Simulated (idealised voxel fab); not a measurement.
Name of the process module below: voxel self aligned contacts
It is cross-section cut that appears here, measuring 250 nm in width, its square cells being 5 nm in size.
Bands, listed from the top down, are how a cross-section gets written in this document; the cross-section itself is a grid of square cells, and a band is one or more rows of them.
For a band, the entry starts with two heights in nm, that of the top and then that of the bottom, and carries on with the band's materials in order from left to right, each alongside its width in nm; the word "full width" beside a single material means it fills the band edge to edge, and "empty" means empty space.
Below 0: as-received wafer, all one material; heights counted from there. Lowest band: no bottom, goes on down, written "0 nm and below".
With a width like "30..40", each row of cells in the band differs from the next by the same amount, the top row carrying the first number and the bottom row the second.
The cross-section has no changed cell in any step marked "nothing changed".
The list in "Entrapped voids" covers empty spaces of 8 cells or more that cannot reach the top through any open way, and it gives each as width x height at distance; the distance is from the left edge, and width, height and distance are in nm.
If you see something after the settings on a step's line, that's the simulator's own remark about that step.
When a step includes a mask, the "overlay nm" setting on its line states how far to the right of its planned place that mask lay, and negative values state how far to the left.
Read the rest as pairs. Take the cross-section before one process step, then the cross-section after it, which shows only down to the lowest band that changed. Under the pair, find the step between them and its settings. Bear in mind that pairs may come from different runs of this module on the same starting wafer: link a pair to the pair above it only where its entry headed "Before processing" says to.
### Before processing
	50 nm to 30 nm  65 nm empty  45 nm SiN  25 nm empty  45 nm SiN  70 nm empty
	30 nm to 25 nm  SiN full width
	25 nm to 20 nm  SiO2 full width
	20 nm to 0 nm  polySi full width
	0 nm and below  Si full width
	Entrapped voids: none
### State After Step
	45 nm to 25 nm  65 nm empty  45 nm SiN  25 nm empty  45 nm SiN  70 nm empty
	For the remainder of the cross-section, below 25, there is no change.
	Entrapped voids: none
Going from the before section above to the after section, the step was op DIRECTIONAL_ETCH | etch materials SiN | depth nm 5
Before processing: carried over from the after image of the pair right above.
### State After Step
	55 nm to 45 nm  SiO2 full width
	45 nm to 25 nm  65 nm SiO2  45 nm SiN  25 nm SiO2  45 nm SiN  70 nm SiO2
	For the remainder of the cross-section, below 25, there is no change.
	Entrapped voids: none
Going from the before section above to the after section, the step was op FILL_DEP | material SiO2 | thk nm 10
Before processing: carried over from the after image of the pair right above.
### State After Step
	50 nm to 45 nm  SiO2 full width
	For the remainder of the cross-section, below 45, there is no change.
	Entrapped voids: none
Going from the before section above to the after section, the step was op CMP | height nm 50
Before processing: carried over from the after image of the pair right above.
### State After Step
	65 nm to 50 nm  aC full width
	For the remainder of the cross-section, below 50, there is no change.
	Entrapped voids: none
Going from the before section above to the after section, the step was op DIRECTIONAL_DEP | material aC | thk nm 15
Before processing: carried over from the after image of the pair right above.
### State After Step
	95 nm to 65 nm  95 nm resist  55 nm empty  100 nm resist
	For the remainder of the cross-section, below 65, there is no change.
	Entrapped voids: none
Going from the before section above to the after section, the step was op PATTERN | tone open | mask id CONTACT | material resist | width nm 55 | thk nm 30 | overlay nm 0
Before processing: carried over from the after image of the pair right above.
### State After Step
	80 nm to 65 nm  95 nm resist  55 nm empty  100 nm resist
	65 nm to 50 nm  95 nm aC  55 nm empty  100 nm aC
	For the remainder of the cross-section, below 50, there is no change.
	Entrapped voids: none
Going from the before section above to the after section, the step was op DIRECTIONAL_ETCH | etch materials aC | depth nm 15
Before processing: carried over from the after image of the pair right above.
### State After Step
	65 nm to 50 nm  95 nm aC  55 nm empty  100 nm aC
	For the remainder of the cross-section, below 50, there is no change.
	Entrapped voids: none
Going from the before section above to the after section, the step was op STRIP | etch materials resist
Before processing: carried over from the after image of the pair right above.
### State After Step
	65 nm to 50 nm  95 nm aC  55 nm empty  100 nm aC
	50 nm to 45 nm  95 nm SiO2  55 nm empty  100 nm SiO2
	45 nm to 25 nm  65 nm SiO2  45 nm SiN  25 nm empty  45 nm SiN  70 nm SiO2
	25 nm to 20 nm  110 nm SiO2  25 nm empty  115 nm SiO2
	For the remainder of the cross-section, below 20, there is no change.
	Entrapped voids: none
Going from the before section above to the after section, the step was op DIRECTIONAL_ETCH | etch materials SiO2 | depth nm 50
Before processing: carried over from the after image of the pair right above.
### State After Step
	50 nm to 45 nm  95 nm SiO2  55 nm empty  100 nm SiO2
	For the remainder of the cross-section, below 45, there is no change.
	Entrapped voids: none
Going from the before section above to the after section, the step was op STRIP | etch materials aC
Before processing: carried over from the after image of the pair right above.
### State After Step
	55 nm to 50 nm  100 nm TiN  45 nm empty  105 nm TiN
	50 nm to 45 nm  95 nm SiO2  20 nm TiN  15 nm empty  20 nm TiN  100 nm SiO2
	45 nm to 25 nm  65 nm SiO2  45 nm SiN  5 nm TiN  15 nm empty  5 nm TiN  45 nm SiN  70 nm SiO2
	25 nm to 20 nm  110 nm SiO2  25 nm TiN  115 nm SiO2
	For the remainder of the cross-section, below 20, there is no change.
	Entrapped voids: none
Going from the before section above to the after section, the step was op CONFORMAL_DEP | material TiN | thk nm 5
Before processing: carried over from the after image of the pair right above.
### State After Step
	65 nm to 55 nm  W full width
	55 nm to 50 nm  100 nm TiN  45 nm W  105 nm TiN
	50 nm to 45 nm  95 nm SiO2  20 nm TiN  15 nm W  20 nm TiN  100 nm SiO2
	45 nm to 25 nm  65 nm SiO2  45 nm SiN  5 nm TiN  15 nm W  5 nm TiN  45 nm SiN  70 nm SiO2
	For the remainder of the cross-section, below 25, there is no change.
	Entrapped voids: none
Going from the before section above to the after section, the step was op FILL_DEP | material W | thk nm 10
Before processing: carried over from the after image of the pair right above.
### State After Step
	50 nm to 45 nm  95 nm SiO2  20 nm TiN  15 nm W  20 nm TiN  100 nm SiO2
	For the remainder of the cross-section, below 45, there is no change.
	Entrapped voids: none
Going from the before section above to the after section, the step was op CMP | height nm 50
Before processing: carried over from the after image of the pair right above.
### State After Step
	55 nm to 50 nm  SiCN full width
	For the remainder of the cross-section, below 50, there is no change.
	Entrapped voids: none
Going from the before section above to the after section, the step was op CONFORMAL_DEP | material SiCN | thk nm 5
### Before processing
	0 nm and below  Si full width
	Entrapped voids: none
### State After Step
	15 nm to 0 nm  SiO2 full width
	For the remainder of the cross-section, below 0, there is no change.
	Entrapped voids: none
Going from the before section above to the after section, the step was op CONFORMAL_DEP | material SiO2 | thk nm 15
Before processing: carried over from the after image of the pair right above.
### State After Step
	35 nm to 15 nm  polySi full width
	For the remainder of the cross-section, below 15, there is no change.
	Entrapped voids: none
Going from the before section above to the after section, the step was op DIRECTIONAL_DEP | material polySi | thk nm 20
Before processing: carried over from the after image of the pair right above.
### State After Step
	55 nm to 35 nm  SiN full width
	For the remainder of the cross-section, below 35, there is no change.
	Entrapped voids: none
Going from the before section above to the after section, the step was op DIRECTIONAL_DEP | material SiN | thk nm 20
Before processing: carried over from the after image of the pair right above.
### State After Step
	70 nm to 55 nm  aC full width
	For the remainder of the cross-section, below 55, there is no change.
	Entrapped voids: none
Going from the before section above to the after section, the step was op DIRECTIONAL_DEP | material aC | thk nm 15
Before processing: carried over from the after image of the pair right above.
### State After Step
	105 nm to 70 nm  70 nm empty  35 nm resist  35 nm empty  35 nm resist  75 nm empty
	For the remainder of the cross-section, below 70, there is no change.
	Entrapped voids: none
Going from the before section above to the after section, the step was op PATTERN | tone cover | mask id GATE | material resist | width nm 35 | pitch nm 70 | thk nm 35 | overlay nm 0
Before processing: carried over from the after image of the pair right above.
### State After Step
	90 nm to 70 nm  70 nm empty  35 nm resist  35 nm empty  35 nm resist  75 nm empty
	70 nm to 55 nm  70 nm empty  35 nm aC  35 nm empty  35 nm aC  75 nm empty
	For the remainder of the cross-section, below 55, there is no change.
	Entrapped voids: none
Going from the before section above to the after section, the step was op DIRECTIONAL_ETCH | etch materials aC | depth nm 15
Before processing: carried over from the after image of the pair right above.
### State After Step
	70 nm to 55 nm  70 nm empty  35 nm aC  35 nm empty  35 nm aC  75 nm empty
	For the remainder of the cross-section, below 55, there is no change.
	Entrapped voids: none
Going from the before section above to the after section, the step was op STRIP | etch materials resist
Before processing: carried over from the after image of the pair right above.
### State After Step
	70 nm to 55 nm  70 nm empty  35 nm aC  35 nm empty  35 nm aC  75 nm empty
	55 nm to 35 nm  70 nm empty  35 nm SiN  35 nm empty  35 nm SiN  75 nm empty
	For the remainder of the cross-section, below 35, there is no change.
	Entrapped voids: none
Going from the before section above to the after section, the step was op DIRECTIONAL_ETCH | etch materials SiN | depth nm 20
Before processing: carried over from the after image of the pair right above.
### State After Step
	70 nm to 55 nm  70 nm empty  35 nm aC  35 nm empty  35 nm aC  75 nm empty
	55 nm to 35 nm  70 nm empty  35 nm SiN  35 nm empty  35 nm SiN  75 nm empty
	35 nm to 15 nm  70 nm empty  35 nm polySi  35 nm empty  35 nm polySi  75 nm empty
	For the remainder of the cross-section, below 15, there is no change.
	Entrapped voids: none
Going from the before section above to the after section, the step was op DIRECTIONAL_ETCH | etch materials polySi | depth nm 20
Before processing: carried over from the after image of the pair right above.
### State After Step
	55 nm to 35 nm  70 nm empty  35 nm SiN  35 nm empty  35 nm SiN  75 nm empty
	For the remainder of the cross-section, below 35, there is no change.
	Entrapped voids: none
Going from the before section above to the after section, the step was op STRIP | etch materials aC
Before processing: carried over from the after image of the pair right above.
### State After Step
	60 nm to 35 nm  65 nm empty  45 nm SiN  25 nm empty  45 nm SiN  70 nm empty
	35 nm to 20 nm  65 nm empty  5 nm SiN  35 nm polySi  5 nm SiN  25 nm empty  5 nm SiN  35 nm polySi  5 nm SiN  70 nm empty
	20 nm to 15 nm  70 nm SiN  35 nm polySi  35 nm SiN  35 nm polySi  75 nm SiN
	For the remainder of the cross-section, below 15, there is no change.
	Entrapped voids: none
Going from the before section above to the after section, the step was op CONFORMAL_DEP | material SiN | thk nm 5
Before processing: carried over from the after image of the pair right above.
### State After Step
	55 nm to 35 nm  65 nm empty  45 nm SiN  25 nm empty  45 nm SiN  70 nm empty
	35 nm to 15 nm  65 nm empty  5 nm SiN  35 nm polySi  5 nm SiN  25 nm empty  5 nm SiN  35 nm polySi  5 nm SiN  70 nm empty
	For the remainder of the cross-section, below 15, there is no change.
	Entrapped voids: none
Going from the before section above to the after section, the step was op DIRECTIONAL_ETCH | etch materials SiN | depth nm 5
Before processing: carried over from the after image of the pair right above.
### State After Step
	65 nm to 55 nm  SiO2 full width
	55 nm to 35 nm  65 nm SiO2  45 nm SiN  25 nm SiO2  45 nm SiN  70 nm SiO2
	35 nm to 15 nm  65 nm SiO2  5 nm SiN  35 nm polySi  5 nm SiN  25 nm SiO2  5 nm SiN  35 nm polySi  5 nm SiN  70 nm SiO2
	For the remainder of the cross-section, below 15, there is no change.
	Entrapped voids: none
Going from the before section above to the after section, the step was op FILL_DEP | material SiO2 | thk nm 10
Before processing: carried over from the after image of the pair right above.
### State After Step
	50 nm to 35 nm  65 nm SiO2  45 nm SiN  25 nm SiO2  45 nm SiN  70 nm SiO2
	For the remainder of the cross-section, below 35, there is no change.
	Entrapped voids: none
Going from the before section above to the after section, the step was op CMP | height nm 50
Before processing: carried over from the after image of the pair right above.
### State After Step
	65 nm to 50 nm  aC full width
	For the remainder of the cross-section, below 50, there is no change.
	Entrapped voids: none
Going from the before section above to the after section, the step was op DIRECTIONAL_DEP | material aC | thk nm 15
Before processing: carried over from the after image of the pair right above.
### State After Step
	95 nm to 65 nm  95 nm resist  55 nm empty  100 nm resist
	For the remainder of the cross-section, below 65, there is no change.
	Entrapped voids: none
Going from the before section above to the after section, the step was op PATTERN | tone open | mask id CONTACT | material resist | width nm 55 | thk nm 30 | overlay nm 0
Before processing: carried over from the after image of the pair right above.
### State After Step
	80 nm to 65 nm  95 nm resist  55 nm empty  100 nm resist
	65 nm to 50 nm  95 nm aC  55 nm empty  100 nm aC
	For the remainder of the cross-section, below 50, there is no change.
	Entrapped voids: none
Going from the before section above to the after section, the step was op DIRECTIONAL_ETCH | etch materials aC | depth nm 15
Before processing: carried over from the after image of the pair right above.
### State After Step
	65 nm to 50 nm  95 nm aC  55 nm empty  100 nm aC
	For the remainder of the cross-section, below 50, there is no change.
	Entrapped voids: none
Going from the before section above to the after section, the step was op STRIP | etch materials resist
Before processing: carried over from the after image of the pair right above.
### State After Step
	65 nm to 50 nm  95 nm aC  55 nm empty  100 nm aC
	50 nm to 35 nm  65 nm SiO2  45 nm SiN  25 nm empty  45 nm SiN  70 nm SiO2
	35 nm to 15 nm  65 nm SiO2  5 nm SiN  35 nm polySi  5 nm SiN  25 nm empty  5 nm SiN  35 nm polySi  5 nm SiN  70 nm SiO2
	15 nm to 0 nm  110 nm SiO2  25 nm empty  115 nm SiO2
	For the remainder of the cross-section, below 0, there is no change.
	Entrapped voids: none
Going from the before section above to the after section, the step was op DIRECTIONAL_ETCH | etch materials SiO2 | depth nm 50
Before processing: carried over from the after image of the pair right above.
### State After Step
	50 nm to 35 nm  65 nm SiO2  45 nm SiN  25 nm empty  45 nm SiN  70 nm SiO2
	For the remainder of the cross-section, below 35, there is no change.
	Entrapped voids: none
Going from the before section above to the after section, the step was op STRIP | etch materials aC
Before processing: carried over from the after image of the pair right above.
### State After Step
	55 nm to 50 nm  115 nm TiN  15 nm empty  120 nm TiN
	50 nm to 35 nm  65 nm SiO2  45 nm SiN  5 nm TiN  15 nm empty  5 nm TiN  45 nm SiN  70 nm SiO2
	35 nm to 15 nm  65 nm SiO2  5 nm SiN  35 nm polySi  5 nm SiN  5 nm TiN  15 nm empty  5 nm TiN  5 nm SiN  35 nm polySi  5 nm SiN  70 nm SiO2
	15 nm to 5 nm  110 nm SiO2  5 nm TiN  15 nm empty  5 nm TiN  115 nm SiO2
	5 nm to 0 nm  110 nm SiO2  25 nm TiN  115 nm SiO2
	For the remainder of the cross-section, below 0, there is no change.
	Entrapped voids: none
Going from the before section above to the after section, the step was op CONFORMAL_DEP | material TiN | thk nm 5
Before processing: carried over from the after image of the pair right above.
### State After Step
	65 nm to 55 nm  W full width
	55 nm to 50 nm  115 nm TiN  15 nm W  120 nm TiN
	50 nm to 35 nm  65 nm SiO2  45 nm SiN  5 nm TiN  15 nm W  5 nm TiN  45 nm SiN  70 nm SiO2
	35 nm to 15 nm  65 nm SiO2  5 nm SiN  35 nm polySi  5 nm SiN  5 nm TiN  15 nm W  5 nm TiN  5 nm SiN  35 nm polySi  5 nm SiN  70 nm SiO2
	15 nm to 5 nm  110 nm SiO2  5 nm TiN  15 nm W  5 nm TiN  115 nm SiO2
	For the remainder of the cross-section, below 5, there is no change.
	Entrapped voids: none
Going from the before section above to the after section, the step was op FILL_DEP | material W | thk nm 10
Before processing: carried over from the after image of the pair right above.
### State After Step
	50 nm to 35 nm  65 nm SiO2  45 nm SiN  5 nm TiN  15 nm W  5 nm TiN  45 nm SiN  70 nm SiO2
	For the remainder of the cross-section, below 35, there is no change.
	Entrapped voids: none
Going from the before section above to the after section, the step was op CMP | height nm 50
Before processing: carried over from the after image of the pair right above.
### State After Step
	55 nm to 50 nm  SiCN full width
	For the remainder of the cross-section, below 50, there is no change.
	Entrapped voids: none
Going from the before section above to the after section, the step was op CONFORMAL_DEP | material SiCN | thk nm 5
### Before processing
	60 nm to 45 nm  aC full width
	45 nm to 25 nm  SiN full width
	25 nm to 5 nm  polySi full width
	5 nm to 0 nm  SiO2 full width
	0 nm and below  Si full width
	Entrapped voids: none
### State After Step
	95 nm to 60 nm  75 nm empty  30 nm resist  40 nm empty  30 nm resist  75 nm empty
	For the remainder of the cross-section, below 60, there is no change.
	Entrapped voids: none
Going from the before section above to the after section, the step was op PATTERN | tone cover | mask id GATE | material resist | width nm 30 | pitch nm 70 | thk nm 35 | overlay nm 0
Before processing: carried over from the after image of the pair right above.
### State After Step
	80 nm to 60 nm  75 nm empty  30 nm resist  40 nm empty  30 nm resist  75 nm empty
	60 nm to 45 nm  75 nm empty  30 nm aC  40 nm empty  30 nm aC  75 nm empty
	For the remainder of the cross-section, below 45, there is no change.
	Entrapped voids: none
Going from the before section above to the after section, the step was op DIRECTIONAL_ETCH | etch materials aC | depth nm 15
Before processing: carried over from the after image of the pair right above.
### State After Step
	60 nm to 45 nm  75 nm empty  30 nm aC  40 nm empty  30 nm aC  75 nm empty
	For the remainder of the cross-section, below 45, there is no change.
	Entrapped voids: none
Going from the before section above to the after section, the step was op STRIP | etch materials resist
Before processing: carried over from the after image of the pair right above.
### State After Step
	60 nm to 45 nm  75 nm empty  30 nm aC  40 nm empty  30 nm aC  75 nm empty
	45 nm to 25 nm  75 nm empty  30 nm SiN  40 nm empty  30 nm SiN  75 nm empty
	For the remainder of the cross-section, below 25, there is no change.
	Entrapped voids: none
Going from the before section above to the after section, the step was op DIRECTIONAL_ETCH | etch materials SiN | depth nm 20
Before processing: carried over from the after image of the pair right above.
### State After Step
	60 nm to 45 nm  75 nm empty  30 nm aC  40 nm empty  30 nm aC  75 nm empty
	45 nm to 25 nm  75 nm empty  30 nm SiN  40 nm empty  30 nm SiN  75 nm empty
	25 nm to 5 nm  75 nm empty  30 nm polySi  40 nm empty  30 nm polySi  75 nm empty
	For the remainder of the cross-section, below 5, there is no change.
	Entrapped voids: none
Going from the before section above to the after section, the step was op DIRECTIONAL_ETCH | etch materials polySi | depth nm 20
Before processing: carried over from the after image of the pair right above.
### State After Step
	45 nm to 25 nm  75 nm empty  30 nm SiN  40 nm empty  30 nm SiN  75 nm empty
	For the remainder of the cross-section, below 25, there is no change.
	Entrapped voids: none
Going from the before section above to the after section, the step was op STRIP | etch materials aC
Before processing: carried over from the after image of the pair right above.
### State After Step
	50 nm to 25 nm  70 nm empty  40 nm SiN  30 nm empty  40 nm SiN  70 nm empty
	25 nm to 10 nm  70 nm empty  5 nm SiN  30 nm polySi  5 nm SiN  30 nm empty  5 nm SiN  30 nm polySi  5 nm SiN  70 nm empty
	10 nm to 5 nm  75 nm SiN  30 nm polySi  40 nm SiN  30 nm polySi  75 nm SiN
	For the remainder of the cross-section, below 5, there is no change.
	Entrapped voids: none
Going from the before section above to the after section, the step was op CONFORMAL_DEP | material SiN | thk nm 5
Before processing: carried over from the after image of the pair right above.
### State After Step
	45 nm to 25 nm  70 nm empty  40 nm SiN  30 nm empty  40 nm SiN  70 nm empty
	25 nm to 5 nm  70 nm empty  5 nm SiN  30 nm polySi  5 nm SiN  30 nm empty  5 nm SiN  30 nm polySi  5 nm SiN  70 nm empty
	For the remainder of the cross-section, below 5, there is no change.
	Entrapped voids: none
Going from the before section above to the after section, the step was op DIRECTIONAL_ETCH | etch materials SiN | depth nm 5
Before processing: carried over from the after image of the pair right above.
### State After Step
	55 nm to 45 nm  SiO2 full width
	45 nm to 25 nm  70 nm SiO2  40 nm SiN  30 nm SiO2  40 nm SiN  70 nm SiO2
	25 nm to 5 nm  70 nm SiO2  5 nm SiN  30 nm polySi  5 nm SiN  30 nm SiO2  5 nm SiN  30 nm polySi  5 nm SiN  70 nm SiO2
	For the remainder of the cross-section, below 5, there is no change.
	Entrapped voids: none
Going from the before section above to the after section, the step was op FILL_DEP | material SiO2 | thk nm 10
Before processing: carried over from the after image of the pair right above.
### State After Step
	50 nm to 45 nm  SiO2 full width
	For the remainder of the cross-section, below 45, there is no change.
	Entrapped voids: none
Going from the before section above to the after section, the step was op CMP | height nm 50
Before processing: carried over from the after image of the pair right above.
### State After Step
	65 nm to 50 nm  aC full width
	For the remainder of the cross-section, below 50, there is no change.
	Entrapped voids: none
Going from the before section above to the after section, the step was op DIRECTIONAL_DEP | material aC | thk nm 15
Before processing: carried over from the after image of the pair right above.
### State After Step
	95 nm to 65 nm  95 nm resist  55 nm empty  100 nm resist
	For the remainder of the cross-section, below 65, there is no change.
	Entrapped voids: none
Going from the before section above to the after section, the step was op PATTERN | tone open | mask id CONTACT | material resist | width nm 55 | thk nm 30 | overlay nm 0
Before processing: carried over from the after image of the pair right above.
### State After Step
	80 nm to 65 nm  95 nm resist  55 nm empty  100 nm resist
	65 nm to 50 nm  95 nm aC  55 nm empty  100 nm aC
	For the remainder of the cross-section, below 50, there is no change.
	Entrapped voids: none
Going from the before section above to the after section, the step was op DIRECTIONAL_ETCH | etch materials aC | depth nm 15
Before processing: carried over from the after image of the pair right above.
### State After Step
	65 nm to 50 nm  95 nm aC  55 nm empty  100 nm aC
	For the remainder of the cross-section, below 50, there is no change.
	Entrapped voids: none
Going from the before section above to the after section, the step was op STRIP | etch materials resist
Before processing: carried over from the after image of the pair right above.
### State After Step
	65 nm to 50 nm  95 nm aC  55 nm empty  100 nm aC
	50 nm to 45 nm  95 nm SiO2  55 nm empty  100 nm SiO2
	45 nm to 25 nm  70 nm SiO2  40 nm SiN  30 nm empty  40 nm SiN  70 nm SiO2
	25 nm to 5 nm  70 nm SiO2  5 nm SiN  30 nm polySi  5 nm SiN  30 nm empty  5 nm SiN  30 nm polySi  5 nm SiN  70 nm SiO2
	5 nm to 0 nm  110 nm SiO2  30 nm empty  110 nm SiO2
	For the remainder of the cross-section, below 0, there is no change.
	Entrapped voids: none
Going from the before section above to the after section, the step was op DIRECTIONAL_ETCH | etch materials SiO2 | depth nm 50
Before processing: carried over from the after image of the pair right above.
### State After Step
	50 nm to 45 nm  95 nm SiO2  55 nm empty  100 nm SiO2
	For the remainder of the cross-section, below 45, there is no change.
	Entrapped voids: none
Going from the before section above to the after section, the step was op STRIP | etch materials aC
Before processing: carried over from the after image of the pair right above.
### State After Step
	55 nm to 50 nm  100 nm TiN  45 nm empty  105 nm TiN
	50 nm to 45 nm  95 nm SiO2  20 nm TiN  20 nm empty  15 nm TiN  100 nm SiO2
	45 nm to 25 nm  70 nm SiO2  40 nm SiN  5 nm TiN  20 nm empty  5 nm TiN  40 nm SiN  70 nm SiO2
	25 nm to 5 nm  70 nm SiO2  5 nm SiN  30 nm polySi  5 nm SiN  5 nm TiN  20 nm empty  5 nm TiN  5 nm SiN  30 nm polySi  5 nm SiN  70 nm SiO2
	5 nm to 0 nm  110 nm SiO2  30 nm TiN  110 nm SiO2
	For the remainder of the cross-section, below 0, there is no change.
	Entrapped voids: none
Going from the before section above to the after section, the step was op CONFORMAL_DEP | material TiN | thk nm 5
Before processing: carried over from the after image of the pair right above.
### State After Step
	65 nm to 55 nm  W full width
	55 nm to 50 nm  100 nm TiN  45 nm W  105 nm TiN
	50 nm to 45 nm  95 nm SiO2  20 nm TiN  20 nm W  15 nm TiN  100 nm SiO2
	45 nm to 25 nm  70 nm SiO2  40 nm SiN  5 nm TiN  20 nm W  5 nm TiN  40 nm SiN  70 nm SiO2
	25 nm to 5 nm  70 nm SiO2  5 nm SiN  30 nm polySi  5 nm SiN  5 nm TiN  20 nm W  5 nm TiN  5 nm SiN  30 nm polySi  5 nm SiN  70 nm SiO2
	For the remainder of the cross-section, below 5, there is no change.
	Entrapped voids: none
Going from the before section above to the after section, the step was op FILL_DEP | material W | thk nm 10
Before processing: carried over from the after image of the pair right above.
### State After Step
	50 nm to 45 nm  95 nm SiO2  20 nm TiN  20 nm W  15 nm TiN  100 nm SiO2
	For the remainder of the cross-section, below 45, there is no change.
	Entrapped voids: none
Going from the before section above to the after section, the step was op CMP | height nm 50
Before processing: carried over from the after image of the pair right above.
### State After Step
	55 nm to 50 nm  SiCN full width
	For the remainder of the cross-section, below 50, there is no change.
	Entrapped voids: none
Going from the before section above to the after section, the step was op CONFORMAL_DEP | material SiCN | thk nm 5
### Before processing
	60 nm to 45 nm  aC full width
	45 nm to 25 nm  SiN full width
	25 nm to 5 nm  polySi full width
	5 nm to 0 nm  SiO2 full width
	0 nm and below  Si full width
	Entrapped voids: none
### State After Step
	95 nm to 60 nm  65 nm empty  35 nm resist  35 nm empty  35 nm resist  80 nm empty
	For the remainder of the cross-section, below 60, there is no change.
	Entrapped voids: none
Going from the before section above to the after section, the step was op PATTERN | tone cover | mask id GATE | material resist | width nm 35 | pitch nm 70 | thk nm 35 | overlay nm -5
Before processing: carried over from the after image of the pair right above.
### State After Step
	80 nm to 60 nm  65 nm empty  35 nm resist  35 nm empty  35 nm resist  80 nm empty
	60 nm to 45 nm  65 nm empty  35 nm aC  35 nm empty  35 nm aC  80 nm empty
	For the remainder of the cross-section, below 45, there is no change.
	Entrapped voids: none
Going from the before section above to the after section, the step was op DIRECTIONAL_ETCH | etch materials aC | depth nm 15
Before processing: carried over from the after image of the pair right above.
### State After Step
	60 nm to 45 nm  65 nm empty  35 nm aC  35 nm empty  35 nm aC  80 nm empty
	For the remainder of the cross-section, below 45, there is no change.
	Entrapped voids: none
Going from the before section above to the after section, the step was op STRIP | etch materials resist
Before processing: carried over from the after image of the pair right above.
### State After Step
	60 nm to 45 nm  65 nm empty  35 nm aC  35 nm empty  35 nm aC  80 nm empty
	45 nm to 25 nm  65 nm empty  35 nm SiN  35 nm empty  35 nm SiN  80 nm empty
	For the remainder of the cross-section, below 25, there is no change.
	Entrapped voids: none
Going from the before section above to the after section, the step was op DIRECTIONAL_ETCH | etch materials SiN | depth nm 20
Before processing: carried over from the after image of the pair right above.
### State After Step
	60 nm to 45 nm  65 nm empty  35 nm aC  35 nm empty  35 nm aC  80 nm empty
	45 nm to 25 nm  65 nm empty  35 nm SiN  35 nm empty  35 nm SiN  80 nm empty
	25 nm to 5 nm  65 nm empty  35 nm polySi  35 nm empty  35 nm polySi  80 nm empty
	For the remainder of the cross-section, below 5, there is no change.
	Entrapped voids: none
Going from the before section above to the after section, the step was op DIRECTIONAL_ETCH | etch materials polySi | depth nm 20
Before processing: carried over from the after image of the pair right above.
### State After Step
	45 nm to 25 nm  65 nm empty  35 nm SiN  35 nm empty  35 nm SiN  80 nm empty
	For the remainder of the cross-section, below 25, there is no change.
	Entrapped voids: none
Going from the before section above to the after section, the step was op STRIP | etch materials aC
Before processing: carried over from the after image of the pair right above.
### State After Step
	50 nm to 25 nm  60 nm empty  45 nm SiN  25 nm empty  45 nm SiN  75 nm empty
	25 nm to 10 nm  60 nm empty  5 nm SiN  35 nm polySi  5 nm SiN  25 nm empty  5 nm SiN  35 nm polySi  5 nm SiN  75 nm empty
	10 nm to 5 nm  65 nm SiN  35 nm polySi  35 nm SiN  35 nm polySi  80 nm SiN
	For the remainder of the cross-section, below 5, there is no change.
	Entrapped voids: none
Going from the before section above to the after section, the step was op CONFORMAL_DEP | material SiN | thk nm 5
Before processing: carried over from the after image of the pair right above.
### State After Step
	45 nm to 25 nm  60 nm empty  45 nm SiN  25 nm empty  45 nm SiN  75 nm empty
	25 nm to 5 nm  60 nm empty  5 nm SiN  35 nm polySi  5 nm SiN  25 nm empty  5 nm SiN  35 nm polySi  5 nm SiN  75 nm empty
	For the remainder of the cross-section, below 5, there is no change.
	Entrapped voids: none
Going from the before section above to the after section, the step was op DIRECTIONAL_ETCH | etch materials SiN | depth nm 5
Before processing: carried over from the after image of the pair right above.
### State After Step
	55 nm to 45 nm  SiO2 full width
	45 nm to 25 nm  60 nm SiO2  45 nm SiN  25 nm SiO2  45 nm SiN  75 nm SiO2
	25 nm to 5 nm  60 nm SiO2  5 nm SiN  35 nm polySi  5 nm SiN  25 nm SiO2  5 nm SiN  35 nm polySi  5 nm SiN  75 nm SiO2
	For the remainder of the cross-section, below 5, there is no change.
	Entrapped voids: none
Going from the before section above to the after section, the step was op FILL_DEP | material SiO2 | thk nm 10
Before processing: carried over from the after image of the pair right above.
### State After Step
	50 nm to 45 nm  SiO2 full width
	For the remainder of the cross-section, below 45, there is no change.
	Entrapped voids: none
Going from the before section above to the after section, the step was op CMP | height nm 50
Before processing: carried over from the after image of the pair right above.
### State After Step
	65 nm to 50 nm  aC full width
	For the remainder of the cross-section, below 50, there is no change.
	Entrapped voids: none
Going from the before section above to the after section, the step was op DIRECTIONAL_DEP | material aC | thk nm 15
Before processing: carried over from the after image of the pair right above.
### State After Step
	95 nm to 65 nm  95 nm resist  55 nm empty  100 nm resist
	For the remainder of the cross-section, below 65, there is no change.
	Entrapped voids: none
Going from the before section above to the after section, the step was op PATTERN | tone open | mask id CONTACT | material resist | width nm 55 | thk nm 30 | overlay nm 0
Before processing: carried over from the after image of the pair right above.
### State After Step
	80 nm to 65 nm  95 nm resist  55 nm empty  100 nm resist
	65 nm to 50 nm  95 nm aC  55 nm empty  100 nm aC
	For the remainder of the cross-section, below 50, there is no change.
	Entrapped voids: none
Going from the before section above to the after section, the step was op DIRECTIONAL_ETCH | etch materials aC | depth nm 15
Before processing: carried over from the after image of the pair right above.
### State After Step
	65 nm to 50 nm  95 nm aC  55 nm empty  100 nm aC
	For the remainder of the cross-section, below 50, there is no change.
	Entrapped voids: none
Going from the before section above to the after section, the step was op STRIP | etch materials resist
Before processing: carried over from the after image of the pair right above.
### State After Step
	65 nm to 50 nm  95 nm aC  55 nm empty  100 nm aC
	50 nm to 45 nm  95 nm SiO2  55 nm empty  100 nm SiO2
	45 nm to 25 nm  60 nm SiO2  45 nm SiN  25 nm empty  45 nm SiN  75 nm SiO2
	25 nm to 5 nm  60 nm SiO2  5 nm SiN  35 nm polySi  5 nm SiN  25 nm empty  5 nm SiN  35 nm polySi  5 nm SiN  75 nm SiO2
	5 nm to 0 nm  105 nm SiO2  25 nm empty  120 nm SiO2
	For the remainder of the cross-section, below 0, there is no change.
	Entrapped voids: none
Going from the before section above to the after section, the step was op DIRECTIONAL_ETCH | etch materials SiO2 | depth nm 50
Before processing: carried over from the after image of the pair right above.
### State After Step
	50 nm to 45 nm  95 nm SiO2  55 nm empty  100 nm SiO2
	For the remainder of the cross-section, below 45, there is no change.
	Entrapped voids: none
Going from the before section above to the after section, the step was op STRIP | etch materials aC
Before processing: carried over from the after image of the pair right above.
### State After Step
	55 nm to 50 nm  100 nm TiN  45 nm empty  105 nm TiN
	50 nm to 45 nm  95 nm SiO2  15 nm TiN  15 nm empty  25 nm TiN  100 nm SiO2
	45 nm to 25 nm  60 nm SiO2  45 nm SiN  5 nm TiN  15 nm empty  5 nm TiN  45 nm SiN  75 nm SiO2
	25 nm to 5 nm  60 nm SiO2  5 nm SiN  35 nm polySi  5 nm SiN  5 nm TiN  15 nm empty  5 nm TiN  5 nm SiN  35 nm polySi  5 nm SiN  75 nm SiO2
	5 nm to 0 nm  105 nm SiO2  25 nm TiN  120 nm SiO2
	For the remainder of the cross-section, below 0, there is no change.
	Entrapped voids: none
Going from the before section above to the after section, the step was op CONFORMAL_DEP | material TiN | thk nm 5
